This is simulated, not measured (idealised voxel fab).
process module | voxel tone inversion
cross-section cut | 210 nm wide | cells 5 nm
A cross-section is a grid of square cells, given in bands from the top down. A band is one or more rows of cells.
Each band's line starts with the height of the band's top and of its bottom, in nm. Then come its materials from left to right, each with its width in nm. One material with "throughout" fills the band from edge to edge. "air" is empty space.
Height 0 is the level under which the wafer as received is all one material. The lowest band goes on downwards, as in "0 down".
A width such as "30 to 40" changes by the same amount from each row of cells to the next, from the band's top row to its bottom row.
"no change" after a step means that no cell of the cross-section changed.
closed voids: empty space of 8 cells or more with no open way to the top, each as width x height at its distance from the left edge, in nm
after a step's settings: what the simulator itself notes on the step
overlay nm, on a step with a mask: how far to the right of its planned place the mask lay; to the left if negative
plan
1 op RECEIVE | material Si
2 op CONFORMAL_DEP | material SiCN | thk nm 5
3 op DIRECTIONAL_DEP | material polySi | thk nm 25
4 op PATTERN | tone cover | mask id POSTS | material resist | width nm 20 | pitch nm 35 | thk nm 35 | overlay nm 0
5 op DIRECTIONAL_ETCH | etch materials polySi | depth nm 25
6 op STRIP | etch materials resist
7 op FILL_DEP | material lowk | thk nm 5
8 op CMP | height nm 30
9 op STRIP | etch materials polySi
as received, after step 1
  0 down: Si throughout
  closed voids: none
a wafer at the end: this start, this plan, one mistake
  30 to 5: lowk 70 | air 20 | lowk 15 | air 20 | lowk 85
  5 to 0: SiCN throughout
  0 down: Si throughout
  closed voids: none
what went wrong: step 4 ran as: op PATTERN | tone cover | mask id POSTS | material resist | width nm 20 | pitch nm 35 | thk nm 35 | overlay nm -5
